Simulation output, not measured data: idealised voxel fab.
Presented below is a process module, voxel air gaps.
For reference, the cross-section in this document is cut, with width 200 nm and square cells of 5 nm.
In what follows, cross-sections appear as grids of square cells, described through bands that run from the top down, where every band is one or more rows of cells. Heights first: top, then bottom, in nm. Then materials, left to right, each with a width in nm. "everywhere" on a single material: fills the band edge to edge. "air": empty space. Height reference: 0 = level under which incoming wafer is all one material. Lowest band: no bottom, runs on downward, e.g. "top 0, no bottom". So if you see something like "30..40" for the width, read it as the top row of the band sitting at the first number and the bottom row at the second, with every row in between moving by the same amount as the last. It should be understood that the words "identical to before", when stated for a given step, signify that the cross-section underwent no change in any of its cells during that step. The label "Catalogued sealed voids" introduces a list of the empty spaces, 8 cells or larger, that have no open way up to the top; each entry in it reads width x height at distance, where the distance is taken from the left edge and all three are stated in nm. Formally, on a step line, whatever follows the settings is a remark that the simulator itself makes on the step. "overlay nm" denotes, for a step that has a mask, the displacement of the mask to the right of its planned place, with negative values corresponding to the left.
Set out below are the planned steps of the process:
1 RECEIVE with material Si
2 CONFORMAL_DEP with material SiO2, thk nm 15
3 CONFORMAL_DEP with material SiN, thk nm 5
4 DIRECTIONAL_DEP with material SiO2, thk nm 35
5 DIRECTIONAL_DEP with material aC, thk nm 15
6 PATTERN with tone open, mask id LINES, material resist, width nm 15, pitch nm 40, thk nm 35, overlay nm 0
7 DIRECTIONAL_ETCH with etch materials aC, depth nm 15
8 STRIP with etch materials resist
9 DIRECTIONAL_ETCH with etch materials SiO2, depth nm 35
10 STRIP with etch materials aC
11 CONFORMAL_DEP with material TiN, thk nm 5
12 FILL_DEP with material W, thk nm 5
13 CMP with height nm 55
14 EPI with material Ru, thk nm 10
15 SELECTIVE_ETCH with etch materials SiO2, depth nm 45
16 CONFORMAL_DEP with material SiCN, thk nm 5
As-received state of the wafer in cross-section, equivalent to post-step 1:
    top 0, no bottom: Si everywhere
    Catalogued sealed voids: none
First wafer of two, sectioned at end of module; run went per plan:
    top 70, bottom 65: 35 of air, then 125 of SiCN, then 40 of air
    top 65, bottom 55: 35 of air, then 5 of SiCN, then 35 of Ru, then 5 of SiCN, then 35 of Ru, then 5 of SiCN, then 35 of Ru, then 5 of SiCN, then 40 of air
    top 55, bottom 50: 35 of air, then 15 of SiCN, then 5 of TiN, then 5 of W, then 5 of TiN, then 25 of SiCN, then 5 of TiN, then 5 of W, then 5 of TiN, then 25 of SiCN, then 5 of TiN, then 5 of W, then 5 of TiN, then 15 of SiCN, then 40 of air
    top 50, bottom 25: 45 of air, then 5 of SiCN, then 5 of TiN, then 5 of W, then 5 of TiN, then 5 of SiCN, then 15 of air, then 5 of SiCN, then 5 of TiN, then 5 of W, then 5 of TiN, then 5 of SiCN, then 15 of air, then 5 of SiCN, then 5 of TiN, then 5 of W, then 5 of TiN, then 5 of SiCN, then 50 of air
    top 25, bottom 20: 50 of SiCN, then 15 of TiN, then 25 of SiCN, then 15 of TiN, then 25 of SiCN, then 15 of TiN, then 55 of SiCN
    top 20, bottom 15: SiN everywhere
    top 15, bottom 0: SiO2 everywhere
    top 0, no bottom: Si everywhere
    Catalogued sealed voids: 15 x 25 at 70; 15 x 25 at 110
This is the second of the two wafers, cross-sectioned at the end of the module; it started exactly like the first and was given the same plan, but it was run with one mistake:
    top 65, bottom 55: 40 of air, then 35 of Ru, then 5 of air, then 35 of Ru, then 5 of air, then 35 of Ru, then 45 of air
    top 55, bottom 25: 50 of air, then 5 of TiN, then 5 of W, then 5 of TiN, then 25 of air, then 5 of TiN, then 5 of W, then 5 of TiN, then 25 of air, then 5 of TiN, then 5 of W, then 5 of TiN, then 55 of air
    top 25, bottom 20: 50 of air, then 15 of TiN, then 25 of air, then 15 of TiN, then 25 of air, then 15 of TiN, then 55 of air
    top 20, bottom 15: SiN everywhere
    top 15, bottom 0: SiO2 everywhere
    top 0, no bottom: Si everywhere
    Catalogued sealed voids: none
Deviation noted in wafer processing: step 16 from the plan never happened, it was just skipped
Per the end-of-run cell counts, the second wafer holds more or fewer of some materials than the first: SiCN -110
The first wafer finishes with 2 closed voids, while the second finishes with 0.
